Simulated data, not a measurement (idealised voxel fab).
The name of this process module is voxel wiring stack.
For reference, the cross-section in this document is cut, with width 230 nm and square cells of 5 nm.
Square cells in a grid make up a cross-section in this document, and the grid is given as bands, listed from the top down, each one or more rows of cells. Band: top height; bottom height; in nm. Then, left to right: material with width in nm, for each material. "edge to edge": a single material spanning edge to edge. "air": empty space. Height 0 is the level under which the wafer as received is all one material. The lowest band goes on downwards, as in "0 -> down". Width: "30 to 40" (first number = top row, second number = bottom row, same change from row to row of cells). A step reported as "everything unchanged" is a step in which no cell of the cross-section changed. Empty spaces without an open route to the top, at least 8 cells in extent, make up the entry "Sealed voids"; each is given as width x height at distance, where the distance is measured from the left edge, and all are in nm. What comes after the settings on a step's line is commentary from the simulator itself on that step. overlay nm: on a step with a mask, how far right of its planned place the mask lay; negative means left.

[This section lists the process steps that were planned]
| 1 | RECEIVE (material Si) |
| 2 | CONFORMAL_DEP (material SiO2; thk nm 10) |
| 3 | CONFORMAL_DEP (material SiCN; thk nm 5) |
| 4 | DIRECTIONAL_DEP (material lowk; thk nm 25) |
| 5 | DIRECTIONAL_DEP (material aC; thk nm 10) |
| 6 | PATTERN (tone open; mask id METAL_1; material resist; width nm 30; pitch nm 45; thk nm 25; overlay nm 0) |
| 7 | DIRECTIONAL_ETCH (etch materials aC; depth nm 10) |
| 8 | STRIP (etch materials resist) |
| 9 | DIRECTIONAL_ETCH (etch materials lowk; depth nm 25) |
| 10 | DIRECTIONAL_ETCH (etch materials SiCN; depth nm 5) |
| 11 | STRIP (etch materials aC) |
| 12 | CONFORMAL_DEP (material TiN; thk nm 5) |
| 13 | FILL_DEP (material Cu; thk nm 5) |
| 14 | CMP (height nm 40) |
| 15 | CONFORMAL_DEP (material SiCN; thk nm 5) |
| 16 | DIRECTIONAL_DEP (material SiO2; thk nm 30) |
| 17 | MASKED_ETCH (tone open; mask id METAL_2; width nm 30; pitch nm 45; etch materials SiO2; depth nm 20; overlay nm 0) |
| 18 | DIRECTIONAL_DEP (material aC; thk nm 15) |
| 19 | PATTERN (tone open; mask id METAL_2_HOLES; material resist; width nm 15; pitch nm 45; thk nm 30; overlay nm 0) |
| 20 | DIRECTIONAL_ETCH (etch materials aC; depth nm 15) |
| 21 | STRIP (etch materials resist) |
| 22 | DIRECTIONAL_ETCH (etch materials SiO2; depth nm 10) |
| 23 | DIRECTIONAL_ETCH (etch materials SiCN; depth nm 5) |
| 24 | STRIP (etch materials aC) |
| 25 | CONFORMAL_DEP (material TiN; thk nm 5) |
| 26 | FILL_DEP (material Cu; thk nm 10) |
| 27 | CMP (height nm 75) |
| 28 | CONFORMAL_DEP (material SiCN; thk nm 5) |
| 29 | DIRECTIONAL_DEP (material lowk; thk nm 30) |
| 30 | MASKED_ETCH (tone open; mask id METAL_3; width nm 30; pitch nm 45; etch materials lowk; depth nm 20; overlay nm 0) |
| 31 | DIRECTIONAL_DEP (material aC; thk nm 15) |
| 32 | PATTERN (tone open; mask id METAL_3_HOLES; material resist; width nm 15; pitch nm 45; thk nm 30; overlay nm 0) |
| 33 | DIRECTIONAL_ETCH (etch materials aC; depth nm 15) |
| 34 | STRIP (etch materials resist) |
| 35 | DIRECTIONAL_ETCH (etch materials lowk; depth nm 10) |
| 36 | DIRECTIONAL_ETCH (etch materials SiCN; depth nm 5) |
| 37 | STRIP (etch materials aC) |
| 38 | CONFORMAL_DEP (material TiN; thk nm 5) |
| 39 | FILL_DEP (material Ru; thk nm 5) |
| 40 | CMP (height nm 110) |
| 41 | CONFORMAL_DEP (material SiCN; thk nm 5) |

[Cross-section of the incoming wafer, state after step 1]
  0 -> down  Si edge to edge
  Sealed voids: none

[First of two wafers, end-of-module section, run followed plan]
  115 -> 110  SiCN edge to edge
  110 -> 95  30 of lowk  5 of TiN  20 of Ru  5 of TiN  15 of lowk  5 of TiN  20 of Ru  5 of TiN  15 of lowk  5 of TiN  20 of Ru  5 of TiN  15 of lowk  5 of TiN  20 of Ru  5 of TiN  35 of lowk
  95 -> 90  30 of lowk  5 of TiN  5 of Ru  20 of TiN  15 of lowk  5 of TiN  5 of Ru  20 of TiN  15 of lowk  5 of TiN  5 of Ru  20 of TiN  15 of lowk  5 of TiN  5 of Ru  20 of TiN  35 of lowk
  90 -> 80  30 of lowk  5 of TiN  5 of Ru  5 of TiN  30 of lowk  5 of TiN  5 of Ru  5 of TiN  30 of lowk  5 of TiN  5 of Ru  5 of TiN  30 of lowk  5 of TiN  5 of Ru  5 of TiN  50 of lowk
  80 -> 75  30 of SiCN  15 of TiN  30 of SiCN  15 of TiN  30 of SiCN  15 of TiN  30 of SiCN  15 of TiN  50 of SiCN
  75 -> 60  30 of SiO2  5 of TiN  20 of Cu  5 of TiN  15 of SiO2  5 of TiN  20 of Cu  5 of TiN  15 of SiO2  5 of TiN  20 of Cu  5 of TiN  15 of SiO2  5 of TiN  20 of Cu  5 of TiN  35 of SiO2
  60 -> 55  30 of SiO2  5 of TiN  5 of Cu  20 of TiN  15 of SiO2  5 of TiN  5 of Cu  20 of TiN  15 of SiO2  5 of TiN  5 of Cu  20 of TiN  15 of SiO2  5 of TiN  5 of Cu  20 of TiN  35 of SiO2
  55 -> 45  30 of SiO2  5 of TiN  5 of Cu  5 of TiN  30 of SiO2  5 of TiN  5 of Cu  5 of TiN  30 of SiO2  5 of TiN  5 of Cu  5 of TiN  30 of SiO2  5 of TiN  5 of Cu  5 of TiN  50 of SiO2
  45 -> 40  30 of SiCN  15 of TiN  30 of SiCN  15 of TiN  30 of SiCN  15 of TiN  30 of SiCN  15 of TiN  50 of SiCN
  40 -> 15  30 of lowk  5 of TiN  20 of Cu  5 of TiN  15 of lowk  5 of TiN  20 of Cu  5 of TiN  15 of lowk  5 of TiN  20 of Cu  5 of TiN  15 of lowk  5 of TiN  20 of Cu  5 of TiN  35 of lowk
  15 -> 10  30 of SiCN  30 of TiN  15 of SiCN  30 of TiN  15 of SiCN  30 of TiN  15 of SiCN  30 of TiN  35 of SiCN
  10 -> 0  SiO2 edge to edge
  0 -> down  Si edge to edge
  Sealed voids: none

[Presented here is a cross-section of the second of the two wafers as it stood at the end of the module. It was started in the same manner and assigned the same plan as the first wafer; however, one mistake was made in its execution]
  115 -> 110  SiCN edge to edge
  110 -> 105  30 of SiCN  15 of TiN  30 of SiCN  15 of TiN  30 of SiCN  15 of TiN  30 of SiCN  15 of TiN  50 of SiCN
  105 -> 75  lowk edge to edge
  75 -> 60  30 of SiO2  5 of TiN  20 of Cu  5 of TiN  15 of SiO2  5 of TiN  20 of Cu  5 of TiN  15 of SiO2  5 of TiN  20 of Cu  5 of TiN  15 of SiO2  5 of TiN  20 of Cu  5 of TiN  35 of SiO2
  60 -> 55  30 of SiO2  5 of TiN  5 of Cu  20 of TiN  15 of SiO2  5 of TiN  5 of Cu  20 of TiN  15 of SiO2  5 of TiN  5 of Cu  20 of TiN  15 of SiO2  5 of TiN  5 of Cu  20 of TiN  35 of SiO2
  55 -> 45  30 of SiO2  5 of TiN  5 of Cu  5 of TiN  30 of SiO2  5 of TiN  5 of Cu  5 of TiN  30 of SiO2  5 of TiN  5 of Cu  5 of TiN  30 of SiO2  5 of TiN  5 of Cu  5 of TiN  50 of SiO2
  45 -> 40  30 of SiCN  15 of TiN  30 of SiCN  15 of TiN  30 of SiCN  15 of TiN  30 of SiCN  15 of TiN  50 of SiCN
  40 -> 15  30 of lowk  5 of TiN  20 of Cu  5 of TiN  15 of lowk  5 of TiN  20 of Cu  5 of TiN  15 of lowk  5 of TiN  20 of Cu  5 of TiN  15 of lowk  5 of TiN  20 of Cu  5 of TiN  35 of lowk
  15 -> 10  30 of SiCN  30 of TiN  15 of SiCN  30 of TiN  15 of SiCN  30 of TiN  15 of SiCN  30 of TiN  35 of SiCN
  10 -> 0  SiO2 edge to edge
  0 -> down  Si edge to edge
  Sealed voids: none
Want to know what went wrong? the processing plan was not followed for steps 28 and 29, which were run with their positions exchanged
Final difference in cells, second wafer against first, listed per material as more or fewer: Ru -60, TiN -60, lowk +120
